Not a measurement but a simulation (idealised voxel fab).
Process module heading - voxel wiring stack
Pictured: cross-section cut, 215 nm wide, on a grid of 5 nm square cells.
A cross-section is written here as square cells arranged in a grid, and it is given in bands from the top down, each band taking up one or more rows of cells.
Read a band's entry like this: the first values are the height of its top and the height of its bottom in nm, and what follows is the sequence of materials from left to right, each with its width in nm. Note that "air" is empty space, and that a single material marked "all across" reaches across the band from edge to edge.
Measure heights from 0. That's the level where, below it, the as-received wafer is all one material. The lowest band is bottomless and extends downward; write it as in "0 -> down".
When a width is written as two numbers, as in "30->40", the first number is the width in the top row of cells of the band and the second is the width in its bottom row, and the width changes by the same amount from each row to the next.
It should be understood that the words "nothing was modified", when stated for a given step, signify that the cross-section underwent no change in any of its cells during that step.
Voids not open to the top, 8 cells minimum: see "Trapped void list". Written width x height at distance; distance is from the left edge; nm.
Past the settings on a step's line: simulator remark, on that step.
overlay nm: how far to the right of its planned place the mask lay on this masked step (negative: to the left).
# Listed below are the process steps as planned
1. RECEIVE (material Si)
2. CONFORMAL_DEP (material SiO2; thk nm 15)
3. CONFORMAL_DEP (material SiN; thk nm 5)
4. DIRECTIONAL_DEP (material lowk; thk nm 15)
5. MASKED_ETCH (tone open; mask id METAL_1; width nm 25; pitch nm 45; etch materials lowk; depth nm 15; overlay nm 0)
6. MASKED_ETCH (tone open; mask id METAL_1; width nm 25; pitch nm 45; etch materials SiN; depth nm 5; overlay nm 0)
7. CONFORMAL_DEP (material TiN; thk nm 5)
8. FILL_DEP (material Cu; thk nm 5)
9. CMP (height nm 25)
10. CONFORMAL_DEP (material SiCN; thk nm 5)
11. DIRECTIONAL_DEP (material SiO2; thk nm 25)
12. DIRECTIONAL_DEP (material aC; thk nm 10)
13. PATTERN (tone open; mask id METAL_2_HOLES; material resist; width nm 15; pitch nm 45; thk nm 25; overlay nm 0)
14. DIRECTIONAL_ETCH (etch materials aC; depth nm 10)
15. STRIP (etch materials resist)
16. DIRECTIONAL_ETCH (etch materials SiO2; depth nm 25)
17. STRIP (etch materials aC)
18. MASKED_ETCH (tone open; mask id METAL_2; width nm 25; pitch nm 45; etch materials SiO2; depth nm 15; overlay nm 0)
19. MASKED_ETCH (tone open; mask id METAL_2; width nm 25; pitch nm 45; etch materials SiCN; depth nm 5; overlay nm 0)
20. CONFORMAL_DEP (material TiN; thk nm 5)
21. FILL_DEP (material Ru; thk nm 10)
22. CMP (height nm 65)
23. CONFORMAL_DEP (material SiCN; thk nm 5)
24. DIRECTIONAL_DEP (material SiO2; thk nm 15)
25. MASKED_ETCH (tone open; mask id PLUG_2; width nm 15; etch materials SiO2; depth nm 15; overlay nm 0)
26. MASKED_ETCH (tone open; mask id PLUG_2; width nm 15; etch materials SiCN; depth nm 5; overlay nm 0)
27. EPI (material Ru; thk nm 10)
28. EPI (material Ru; thk nm 10)
29. DIRECTIONAL_DEP (material TiN; thk nm 5)
30. DIRECTIONAL_DEP (material Ru; thk nm 20)
31. DIRECTIONAL_DEP (material aC; thk nm 10)
32. PATTERN (tone cover; mask id METAL_3; material resist; width nm 25; pitch nm 45; thk nm 25; overlay nm 0)
33. DIRECTIONAL_ETCH (etch materials aC; depth nm 10)
34. STRIP (etch materials resist)
35. DIRECTIONAL_ETCH (etch materials Ru; depth nm 20)
36. DIRECTIONAL_ETCH (etch materials TiN; depth nm 5)
37. STRIP (etch materials aC)
38. FILL_DEP (material SiO2; thk nm 5)
39. CMP (height nm 110)
40. CONFORMAL_DEP (material SiCN; thk nm 5)
41. DIRECTIONAL_DEP (material lowk; thk nm 25)
42. MASKED_ETCH (tone open; mask id METAL_4; width nm 25; pitch nm 45; etch materials lowk; depth nm 15; overlay nm 0)
43. DIRECTIONAL_DEP (material aC; thk nm 15)
44. PATTERN (tone open; mask id METAL_4_HOLES; material resist; width nm 15; thk nm 35; overlay nm 0)
45. DIRECTIONAL_ETCH (etch materials aC; depth nm 15)
46. STRIP (etch materials resist)
47. DIRECTIONAL_ETCH (etch materials lowk; depth nm 10)
48. DIRECTIONAL_ETCH (etch materials SiCN; depth nm 5)
49. STRIP (etch materials aC)
50. CONFORMAL_DEP (material TiN; thk nm 5)
51. FILL_DEP (material Cu; thk nm 10)
52. CMP (height nm 140)
53. CONFORMAL_DEP (material SiCN; thk nm 5)
The plan's step 9 height nm is the first wafer's value; the wafers differ in this setting and start identical.
# As-received cross-section, first of several wafers, post step 1
0 -> down  Si all across
Trapped void list: none
# Rows = wafers. At module end, each row lists per material the cells gained (+) or lost (-) since the wafer was received, then the closed voids
height nm 25 | +21 Cu | +119 Ru | +160 SiCN | +33 SiN | +587 SiO2 | +115 TiN | +212 lowk | Trapped void list: none
height nm 30 | +27 Cu | +76 Ru | +160 SiCN | +33 SiN | +587 SiO2 | +119 TiN | +245 lowk | Trapped void list: none
height nm 35 | +33 Cu | +70 Ru | +160 SiCN | +33 SiN | +587 SiO2 | +86 TiN | +278 lowk | Trapped void list: none
height nm 40 | +39 Cu | +64 Ru | +160 SiCN | +33 SiN | +554 SiO2 | +119 TiN | +278 lowk | Trapped void list: none
height nm 45 | +82 Cu | +58 Ru | +160 SiCN | +33 SiN | +521 SiO2 | +115 TiN | +278 lowk | Trapped void list: none
